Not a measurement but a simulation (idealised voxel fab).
process module | voxel transistor to metal
cross-section cut | 150 nm wide | cells 5 nm
A cross-section is a grid of square cells, given in bands from the top down. A band is one or more rows of cells.
Each band's line starts with the height of the band's top and of its bottom, in nm. Then come its materials from left to right, each with its width in nm. One material with "throughout" fills the band from edge to edge. "air" is empty space.
Height 0 is the level under which the wafer as received is all one material. The lowest band goes on downwards, as in "0 down".
A width such as "30 to 40" changes by the same amount from each row of cells to the next, from the band's top row to its bottom row.
"no change" after a step means that no cell of the cross-section changed.
closed voids: empty space of 8 cells or more with no open way to the top, each as width x height at its distance from the left edge, in nm
after a step's settings: what the simulator itself notes on the step
overlay nm, on a step with a mask: how far to the right of its planned place the mask lay; to the left if negative
plan
1 op RECEIVE | material Si
2 op CONFORMAL_DEP | material SiO2 | thk nm 5
3 op CONFORMAL_DEP | material SiN | thk nm 15
4 op DIRECTIONAL_DEP | material aC | thk nm 15
5 op PATTERN | tone cover | mask id ACTIVE | material resist | width nm 95 | thk nm 30 | overlay nm 0
6 op DIRECTIONAL_ETCH | etch materials aC | depth nm 15
7 op STRIP | etch materials resist
8 op DIRECTIONAL_ETCH | etch materials SiN | depth nm 15
9 op DIRECTIONAL_ETCH | etch materials SiO2 | depth nm 5
10 op DIRECTIONAL_ETCH | etch materials Si | depth nm 30
11 op STRIP | etch materials aC
12 op FILL_DEP | material SiO2 | thk nm 10
13 op CMP | height nm 20
14 op SELECTIVE_ETCH | etch materials SiO2 | depth nm 10
15 op STRIP | etch materials SiN
16 op SELECTIVE_ETCH | etch materials SiO2 | depth nm 5
17 op OXIDIZE | depth nm 5
18 op DIRECTIONAL_DEP | material polySi | thk nm 25
19 op DIRECTIONAL_DEP | material SiCN | thk nm 15
20 op PATTERN | tone cover | mask id GATE | material resist | width nm 15 | thk nm 15 | overlay nm 0
21 op DIRECTIONAL_ETCH | etch materials SiCN | depth nm 25
22 op DIRECTIONAL_ETCH | etch materials polySi | depth nm 35
23 op STRIP | etch materials resist
24 op CONFORMAL_DEP | material SiN | thk nm 10
25 op DIRECTIONAL_ETCH | etch materials SiN | depth nm 10
26 op DIRECTIONAL_ETCH | etch materials SiO2 | depth nm 5
27 op EPI | material SiGe | thk nm 5
28 op FILL_DEP | material SiO2 | thk nm 10
29 op CMP | height nm 40
30 op DIRECTIONAL_DEP | material SiO2 | thk nm 15
31 op MASKED_ETCH | tone open | mask id CONTACT | width nm 20 | pitch nm 65 | etch materials SiO2 | depth nm 55 | overlay nm 0
32 op CONFORMAL_DEP | material TiN | thk nm 5
33 op FILL_DEP | material W | thk nm 10
34 op CMP | height nm 55
35 op CONFORMAL_DEP | material SiCN | thk nm 5
36 op DIRECTIONAL_DEP | material SiO2 | thk nm 25
37 op DIRECTIONAL_DEP | material aC | thk nm 10
38 op PATTERN | tone open | mask id METAL_1 | material resist | width nm 20 | pitch nm 65 | thk nm 25 | overlay nm 0
39 op DIRECTIONAL_ETCH | etch materials aC | depth nm 10
40 op STRIP | etch materials resist
41 op DIRECTIONAL_ETCH | etch materials SiO2 | depth nm 25
42 op DIRECTIONAL_ETCH | etch materials SiCN | depth nm 5
43 op STRIP | etch materials aC
44 op CONFORMAL_DEP | material TiN | thk nm 5
45 op FILL_DEP | material Cu | thk nm 10
46 op CMP | height nm 85
47 op EPI | material Ru | thk nm 5
48 op FILL_DEP | material SiCN | thk nm 5
49 op DIRECTIONAL_DEP | material SiO2 | thk nm 25
50 op PATTERN | tone open | mask id METAL_2 | material resist | width nm 20 | pitch nm 65 | thk nm 20 | overlay nm 0
51 op DIRECTIONAL_ETCH | etch materials SiO2 | depth nm 15
52 op STRIP | etch materials resist
53 op DIRECTIONAL_DEP | material aC | thk nm 10
54 op PATTERN | tone open | mask id METAL_2_HOLES | material resist | width nm 15 | pitch nm 65 | thk nm 30 | overlay nm 0
55 op DIRECTIONAL_ETCH | etch materials aC | depth nm 10
56 op STRIP | etch materials resist
57 op DIRECTIONAL_ETCH | etch materials SiO2 | depth nm 10
58 op DIRECTIONAL_ETCH | etch materials SiCN | depth nm 5
59 op STRIP | etch materials aC
60 op CONFORMAL_DEP | material TiN | thk nm 5
61 op FILL_DEP | material Cu | thk nm 5
62 op CMP | height nm 120
63 op CONFORMAL_DEP | material SiN | thk nm 5
as received, after step 1
  0 down: Si throughout
  closed voids: none
a wafer at the end: this start, this plan, one mistake
  125 to 120: SiN throughout
  120 to 110: SiO2 30 | TiN 5 | Cu 10 | TiN 5 | SiO2 45 | TiN 5 | Cu 10 | TiN 5 | SiO2 35
  110 to 105: SiO2 30 | TiN 5 | Cu 5 | TiN 10 | SiO2 45 | TiN 5 | Cu 5 | TiN 10 | SiO2 35
  105 to 95: SiO2 30 | TiN 5 | Cu 5 | TiN 5 | SiO2 50 | TiN 5 | Cu 5 | TiN 5 | SiO2 40
  95 to 90: SiCN 30 | TiN 15 | SiCN 50 | TiN 15 | SiCN 40
  90 to 85: SiCN 25 | Ru 30 | SiCN 35 | Ru 30 | SiCN 30
  85 to 60: SiO2 30 | W 5 | Cu 10 | W 5 | SiO2 45 | W 5 | Cu 10 | W 5 | SiO2 35
  60 to 55: SiCN 30 | W 20 | SiCN 45 | W 20 | SiCN 35
  55 to 40: SiO2 30 | TiN 5 | W 10 | TiN 5 | SiO2 45 | TiN 5 | W 10 | TiN 5 | SiO2 35
  40 to 25: SiO2 30 | TiN 5 | W 10 | TiN 5 | SiO2 5 | SiN 10 | SiCN 15 | SiN 10 | SiO2 5 | TiN 5 | W 10 | TiN 5 | SiO2 35
  25 to 5: SiO2 30 | TiN 5 | W 10 | TiN 5 | SiO2 5 | SiN 10 | polySi 15 | SiN 10 | SiO2 5 | TiN 5 | W 10 | TiN 5 | SiO2 35
  5 to 0: SiO2 20 | SiN 10 | TiN 20 | SiO2 5 | SiN 10 | polySi 15 | SiN 10 | SiO2 5 | TiN 20 | SiN 10 | SiO2 25
  0 to -5: SiO2 30 | SiGe 25 | SiO2 35 | SiGe 25 | SiO2 35
  -5 to -30: SiO2 25 | Si 95 | SiO2 30
  -30 down: Si throughout
  closed voids: none
what went wrong: step 44 ran as: op CONFORMAL_DEP | material W | thk nm 5
